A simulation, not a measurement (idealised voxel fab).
Name of the process module below: voxel capacitor over wiring
Xsec cut, 235 nm wide, square cell size 5 nm.
Just so we're on the same page, the cross-sections are grids of square cells, and they're listed out in bands top to bottom, each band one or more rows deep.
Basically the band line says how high the top is and how high the bottom is, in nm, and then what's in it from left to right, every material with its width in nm. Empty space shows up as "blank", and if a single material carries "everywhere" it runs the full band edge to edge.
Heights are reckoned from 0. Under this level, the received wafer is all of one material. The bottommost band is open-ended downward, for example "0 nm and below".
Per-row width for "30 to 40": begins at first number (top row of band), ends at second number (bottom row), increment between rows held constant.
"remained the same" (step): cross-section cells unchanged, all of them.
In the "Closed cavity list" entry, you get each enclosed empty space of 8 cells or more, one with no open way to the top, written width x height at distance, distance from the left edge, in nm.
Heads up: the bit after the settings on a step's line is the simulator's remark on that step.
Steps that use a mask can have "overlay nm" on their line. It says how far the mask sat to the right of where it was meant to be. Negative means to the left.
THE PLANNED PROCESS STEPS ARE ENUMERATED HEREUNDER
1) RECEIVE: material Si
2) CONFORMAL_DEP: material SiO2, thk nm 10
3) CONFORMAL_DEP: material SiCN, thk nm 5
4) DIRECTIONAL_DEP: material lowk, thk nm 15
5) MASKED_ETCH: tone open, mask id METAL_1, width nm 25, pitch nm 90, etch materials lowk, depth nm 15, overlay nm 0
6) MASKED_ETCH: tone open, mask id METAL_1, width nm 25, pitch nm 90, etch materials SiCN, depth nm 5, overlay nm 0
7) CONFORMAL_DEP: material TiN, thk nm 5
8) FILL_DEP: material Ru, thk nm 5
9) CMP: height nm 30
10) CONFORMAL_DEP: material SiCN, thk nm 5
11) DIRECTIONAL_DEP: material SiO2, thk nm 10
12) DIRECTIONAL_DEP: material aC, thk nm 10
13) PATTERN: tone open, mask id PLUG_1, material resist, width nm 15, thk nm 25, overlay nm 0
14) DIRECTIONAL_ETCH: etch materials aC, depth nm 10
15) STRIP: etch materials resist
16) DIRECTIONAL_ETCH: etch materials SiO2, depth nm 10
17) DIRECTIONAL_ETCH: etch materials SiCN, depth nm 5
18) STRIP: etch materials aC
19) EPI: material Ru, thk nm 10
20) EPI: material Ru, thk nm 5
21) DIRECTIONAL_DEP: material TiN, thk nm 10
22) DIRECTIONAL_DEP: material Al2O3, thk nm 5
23) DIRECTIONAL_DEP: material TiN, thk nm 5
24) MASKED_ETCH: tone cover, mask id UPPER_PLATE, width nm 70, etch materials TiN, depth nm 5, overlay nm 0
25) MASKED_ETCH: tone cover, mask id UPPER_PLATE, width nm 70, etch materials Al2O3, depth nm 5, overlay nm 0
26) MASKED_ETCH: tone cover, mask id LOWER_PLATE, width nm 80, etch materials TiN, depth nm 10, overlay nm 0
27) FILL_DEP: material SiO2, thk nm 20
28) CMP: height nm 80
29) MASKED_ETCH: tone open, mask id PLUG_2, width nm 15, etch materials SiO2, depth nm 15, overlay nm 0
30) CONFORMAL_DEP: material TiN, thk nm 5
31) FILL_DEP: material W, thk nm 10
32) CMP: height nm 80
33) CONFORMAL_DEP: material SiN, thk nm 5
CROSS-SECTION OF THE WAFER UPON ARRIVAL, REPRESENTING THE STATE REACHED AFTER STEP 1
	0 nm and below | Si everywhere
	Closed cavity list: none
CROSS-SECTION, END OF MODULE. START: AS ABOVE. PLAN: AS ABOVE. EXECUTION: ONE MISTAKE
	85 nm to 80 nm | SiN everywhere
	80 nm to 70 nm | SiO2 (80 to 70), then TiN (15 to 25), then SiO2 (140)
	70 nm to 65 nm | SiO2 (70), then Al2O3 (25), then SiO2 (140)
	65 nm to 60 nm | SiO2 (65), then TiN (75), then SiO2 (95)
	60 nm to 55 nm | SiO2 (65), then TiN (30), then Al2O3 (45), then SiO2 (95)
	55 nm to 45 nm | SiO2 (60), then Ru (35), then TiN (50), then SiO2 (90)
	45 nm to 35 nm | SiO2 (70), then Ru (15), then SiO2 (150)
	35 nm to 30 nm | SiCN (70), then Ru (15), then SiCN (150)
	30 nm to 15 nm | lowk (60), then TiN (5), then Ru (15), then TiN (5), then lowk (65), then TiN (5), then Ru (15), then TiN (5), then lowk (60)
	15 nm to 10 nm | SiCN (60), then TiN (25), then SiCN (65), then TiN (25), then SiCN (60)
	10 nm to 0 nm | SiO2 everywhere
	0 nm and below | Si everywhere
	Closed cavity list: none
What was done differently from what was planned? step 19 of the plan was carried out twice
